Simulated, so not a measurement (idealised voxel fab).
Presented below is a process module, voxel wiring stack.
Displayed cross-section: cut, width of 270 nm, square cells sized 5 nm.
Format of a cross-section: grid, square cells. Given as bands. Order: top down. Band: one or more rows of cells. For a band, the entry starts with two heights in nm, that of the top and then that of the bottom, and carries on with the band's materials in order from left to right, each alongside its width in nm; the word "everywhere" beside a single material means it fills the band edge to edge, and "empty" means empty space. Zero point of the height axis is 0; under it, received wafer = one material. Lowest band: continues down indefinitely, "0..down". Note: "30->40" means the width goes from the first number (top row of the band) to the second number (bottom row) in equal steps per row of cells. "nothing got changed" (step): cross-section cells unchanged, all of them. Empty spaces without an open route to the top, at least 8 cells in extent, make up the entry "Closed internal voids"; each is given as width x height at distance, where the distance is measured from the left edge, and all are in nm. Post-settings text on a step line: simulator's own remark regarding the step. A step's line can hold "overlay nm"; with a mask on that step, the setting says how far right of the planned place the mask lay, while a negative setting says it lay to the left.
### Intended process steps
step 1: RECEIVE: material Si
step 2: CONFORMAL_DEP: material SiO2, thk nm 15
step 3: CONFORMAL_DEP: material SiN, thk nm 5
step 4: DIRECTIONAL_DEP: material SiO2, thk nm 15
step 5: PATTERN: tone open, mask id METAL_1, material resist, width nm 30, pitch nm 50, thk nm 20, overlay nm 0
step 6: DIRECTIONAL_ETCH: etch materials SiO2, depth nm 15
step 7: DIRECTIONAL_ETCH: etch materials SiN, depth nm 5
step 8: STRIP: etch materials resist
step 9: CONFORMAL_DEP: material TiN, thk nm 5
step 10: FILL_DEP: material Cu, thk nm 10
step 11: CMP: height nm 35
step 12: CONFORMAL_DEP: material SiCN, thk nm 5
step 13: DIRECTIONAL_DEP: material lowk, thk nm 25
step 14: MASKED_ETCH: tone open, mask id METAL_2_HOLES, width nm 15, etch materials lowk, depth nm 25, overlay nm 0
step 15: DIRECTIONAL_DEP: material aC, thk nm 10
step 16: PATTERN: tone open, mask id METAL_2, material resist, width nm 30, pitch nm 50, thk nm 25, overlay nm 0
step 17: DIRECTIONAL_ETCH: etch materials aC, depth nm 10
step 18: STRIP: etch materials resist
step 19: DIRECTIONAL_ETCH: etch materials lowk, depth nm 15
step 20: DIRECTIONAL_ETCH: etch materials SiCN, depth nm 5
step 21: STRIP: etch materials aC
step 22: CONFORMAL_DEP: material TiN, thk nm 5
step 23: FILL_DEP: material Ru, thk nm 5
step 24: CMP: height nm 65
step 25: CONFORMAL_DEP: material SiCN, thk nm 5
step 26: DIRECTIONAL_DEP: material SiO2, thk nm 10
step 27: MASKED_ETCH: tone open, mask id PLUG_2, width nm 15, etch materials SiO2, depth nm 10, overlay nm 0
step 28: MASKED_ETCH: tone open, mask id PLUG_2, width nm 15, etch materials SiCN, depth nm 5, overlay nm 0
step 29: CONFORMAL_DEP: material TiN, thk nm 5
step 30: FILL_DEP: material Ru, thk nm 5
step 31: CMP: height nm 80
step 32: CONFORMAL_DEP: material SiN, thk nm 5
step 33: DIRECTIONAL_DEP: material SiO2, thk nm 20
step 34: MASKED_ETCH: tone open, mask id METAL_3, width nm 30, pitch nm 50, etch materials SiO2, depth nm 20, overlay nm 0
step 35: MASKED_ETCH: tone open, mask id METAL_3, width nm 30, pitch nm 50, etch materials SiN, depth nm 5, overlay nm 0
step 36: CONFORMAL_DEP: material TiN, thk nm 5
step 37: FILL_DEP: material Ru, thk nm 5
step 38: CMP: height nm 105
step 39: CONFORMAL_DEP: material SiN, thk nm 5
### This is the cross-section of the wafer as we received it, i.e. after step 1
* 0..down | Si everywhere
* Closed internal voids: none
### End-of-module XS, first of two wafers, run as planned
* 110..105 | SiN everywhere
* 105..85 | SiO2=95  TiN=5  Ru=20  TiN=5  SiO2=20  TiN=5  Ru=20  TiN=5  SiO2=95
* 85..80 | SiN=95  TiN=30  SiN=20  TiN=30  SiN=95
* 80..70 | SiO2=95  TiN=5  Ru=5  TiN=5  SiO2=160
* 70..65 | SiCN=95  TiN=15  SiCN=160
* 65..55 | lowk=95  TiN=5  Ru=20  TiN=5  lowk=20  TiN=5  Ru=20  TiN=5  lowk=95
* 55..50 | lowk=95  TiN=5  Ru=5  TiN=20  lowk=20  TiN=30  lowk=95
* 50..40 | lowk=95  TiN=5  Ru=5  TiN=5  lowk=160
* 40..35 | SiCN=95  TiN=15  SiCN=160
* 35..20 | SiO2=95  TiN=5  Cu=20  TiN=5  SiO2=20  TiN=5  Cu=20  TiN=5  SiO2=95
* 20..15 | SiN=95  TiN=30  SiN=20  TiN=30  SiN=95
* 15..0 | SiO2 everywhere
* 0..down | Si everywhere
* Closed internal voids: none
### Cross-section of the latter of the two wafers at module completion. It had an identical start and an identical plan to the former; in running it, one mistake was made
* 110..105 | SiN everywhere
* 105..100 | SiN=95  TiN=30  SiN=20  TiN=30  SiN=95
* 100..80 | SiO2 everywhere
* 80..70 | SiO2=95  TiN=5  Ru=5  TiN=5  SiO2=160
* 70..65 | SiCN=95  TiN=15  SiCN=160
* 65..55 | lowk=95  TiN=5  Ru=20  TiN=5  lowk=20  TiN=5  Ru=20  TiN=5  lowk=95
* 55..50 | lowk=95  TiN=5  Ru=5  TiN=20  lowk=20  TiN=30  lowk=95
* 50..40 | lowk=95  TiN=5  Ru=5  TiN=5  lowk=160
* 40..35 | SiCN=95  TiN=15  SiCN=160
* 35..20 | SiO2=95  TiN=5  Cu=20  TiN=5  SiO2=20  TiN=5  Cu=20  TiN=5  SiO2=95
* 20..15 | SiN=95  TiN=30  SiN=20  TiN=30  SiN=95
* 15..0 | SiO2 everywhere
* 0..down | Si everywhere
* Closed internal voids: none
Misprocessing identified: deviation from plan: step 33 and step 32 executed in one another's positions
Wrapping up, a cell-based count of both wafers puts the second over or under the first for these materials: Ru: 32 fewer, SiO2: 48 more, TiN: 16 fewer
